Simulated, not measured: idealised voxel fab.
process module | voxel quadruple lines
cross-section cut | 265 nm wide | cells 5 nm
A cross-section is a grid of square cells, given in bands from the top down. A band is one or more rows of cells.
Each band's line starts with the height of the band's top and of its bottom, in nm. Then come its materials from left to right, each with its width in nm. One material with "throughout" fills the band from edge to edge. "air" is empty space.
Height 0 is the level under which the wafer as received is all one material. The lowest band goes on downwards, as in "0 down".
A width such as "30 to 40" changes by the same amount from each row of cells to the next, from the band's top row to its bottom row.
"no change" after a step means that no cell of the cross-section changed.
closed voids: empty space of 8 cells or more with no open way to the top, each as width x height at its distance from the left edge, in nm
after a step's settings: what the simulator itself notes on the step
overlay nm, on a step with a mask: how far to the right of its planned place the mask lay; to the left if negative
plan
1 op RECEIVE | material Si
2 op CONFORMAL_DEP | material SiO2 | thk nm 5
3 op DIRECTIONAL_DEP | material TiN | thk nm 10
4 op DIRECTIONAL_DEP | material polySi | thk nm 15
5 op DIRECTIONAL_DEP | material aC | thk nm 25
6 op PATTERN | tone cover | mask id MANDREL | material resist | width nm 25 | pitch nm 80 | thk nm 30 | overlay nm 0
7 op DIRECTIONAL_ETCH | etch materials aC | depth nm 25
8 op STRIP | etch materials resist
9 op CONFORMAL_DEP | material SiO2 | thk nm 15
10 op DIRECTIONAL_ETCH | etch materials SiO2 | depth nm 15
11 op STRIP | etch materials aC
12 op DIRECTIONAL_ETCH | etch materials polySi | depth nm 15
13 op STRIP | etch materials SiO2
14 op CONFORMAL_DEP | material SiCN | thk nm 5
15 op DIRECTIONAL_ETCH | etch materials SiCN | depth nm 5
16 op STRIP | etch materials polySi
17 op DIRECTIONAL_ETCH | etch materials TiN | depth nm 10
18 op STRIP | etch materials SiCN
first wafer, as planned
as received, after step 1
  0 down: Si throughout
  closed voids: none
after step 2
  5 to 0: SiO2 throughout
  below 0: unchanged
after step 3
  15 to 5: TiN throughout
  below 5: unchanged
after step 4
  30 to 15: polySi throughout
  below 15: unchanged
after step 5
  55 to 30: aC throughout
  below 30: unchanged
after step 6
  85 to 55: air 80 | resist 25 | air 55 | resist 25 | air 80
  below 55: unchanged
after step 7
  60 to 55: air 80 | resist 25 | air 55 | resist 25 | air 80
  55 to 30: air 80 | aC 25 | air 55 | aC 25 | air 80
  below 30: unchanged
after step 8
  55 to 30: air 80 | aC 25 | air 55 | aC 25 | air 80
  below 30: unchanged
after step 9
  70 to 55: air 65 | SiO2 55 | air 25 | SiO2 55 | air 65
  55 to 45: air 65 | SiO2 15 | aC 25 | SiO2 15 | air 25 | SiO2 15 | aC 25 | SiO2 15 | air 65
  45 to 30: SiO2 80 | aC 25 | SiO2 55 | aC 25 | SiO2 80
  below 30: unchanged
after step 10
  55 to 30: air 65 | SiO2 15 | aC 25 | SiO2 15 | air 25 | SiO2 15 | aC 25 | SiO2 15 | air 65
  below 30: unchanged
after step 11
  55 to 30: air 65 | SiO2 15 | air 25 | SiO2 15 | air 25 | SiO2 15 | air 25 | SiO2 15 | air 65
  below 30: unchanged
after step 12
  55 to 30: air 65 | SiO2 15 | air 25 | SiO2 15 | air 25 | SiO2 15 | air 25 | SiO2 15 | air 65
  30 to 15: air 65 | polySi 15 | air 25 | polySi 15 | air 25 | polySi 15 | air 25 | polySi 15 | air 65
  below 15: unchanged
after step 13
  30 to 15: air 65 | polySi 15 | air 25 | polySi 15 | air 25 | polySi 15 | air 25 | polySi 15 | air 65
  below 15: unchanged
after step 14
  35 to 30: air 60 | SiCN 25 | air 15 | SiCN 25 | air 15 | SiCN 25 | air 15 | SiCN 25 | air 60
  30 to 20: air 60 | SiCN 5 | polySi 15 | SiCN 5 | air 15 | SiCN 5 | polySi 15 | SiCN 5 | air 15 | SiCN 5 | polySi 15 | SiCN 5 | air 15 | SiCN 5 | polySi 15 | SiCN 5 | air 60
  20 to 15: SiCN 65 | polySi 15 | SiCN 25 | polySi 15 | SiCN 25 | polySi 15 | SiCN 25 | polySi 15 | SiCN 65
  below 15: unchanged
after step 15
  30 to 15: air 60 | SiCN 5 | polySi 15 | SiCN 5 | air 15 | SiCN 5 | polySi 15 | SiCN 5 | air 15 | SiCN 5 | polySi 15 | SiCN 5 | air 15 | SiCN 5 | polySi 15 | SiCN 5 | air 60
  below 15: unchanged
after step 16
  30 to 15: air 60 | SiCN 5 | air 15 | SiCN 5 | air 15 | SiCN 5 | air 15 | SiCN 5 | air 15 | SiCN 5 | air 15 | SiCN 5 | air 15 | SiCN 5 | air 15 | SiCN 5 | air 60
  below 15: unchanged
after step 17
  30 to 15: air 60 | SiCN 5 | air 15 | SiCN 5 | air 15 | SiCN 5 | air 15 | SiCN 5 | air 15 | SiCN 5 | air 15 | SiCN 5 | air 15 | SiCN 5 | air 15 | SiCN 5 | air 60
  15 to 5: air 60 | TiN 5 | air 15 | TiN 5 | air 15 | TiN 5 | air 15 | TiN 5 | air 15 | TiN 5 | air 15 | TiN 5 | air 15 | TiN 5 | air 15 | TiN 5 | air 60
  below 5: unchanged
after step 18
  15 to 5: air 60 | TiN 5 | air 15 | TiN 5 | air 15 | TiN 5 | air 15 | TiN 5 | air 15 | TiN 5 | air 15 | TiN 5 | air 15 | TiN 5 | air 15 | TiN 5 | air 60
  below 5: unchanged
second wafer: like start, like plan, one mistake. Through step 13 it matches the first wafer
when step 14 should have ended
  35 to 30: air 60 | SiO2 25 | air 15 | SiO2 25 | air 15 | SiO2 25 | air 15 | SiO2 25 | air 60
  30 to 20: air 60 | SiO2 5 | polySi 15 | SiO2 5 | air 15 | SiO2 5 | polySi 15 | SiO2 5 | air 15 | SiO2 5 | polySi 15 | SiO2 5 | air 15 | SiO2 5 | polySi 15 | SiO2 5 | air 60
  20 to 15: SiO2 65 | polySi 15 | SiO2 25 | polySi 15 | SiO2 25 | polySi 15 | SiO2 25 | polySi 15 | SiO2 65
  below 15: unchanged
when step 15 should have ended: no change
when step 16 should have ended: no change
when step 17 should have ended: no change
when step 18 should have ended: no change
what went wrong: step 14 ran as: op CONFORMAL_DEP | material SiO2 | thk nm 5
at the end the second wafer has, in cells: 77 more of SiO2 | 90 more of TiN | 36 more of polySi
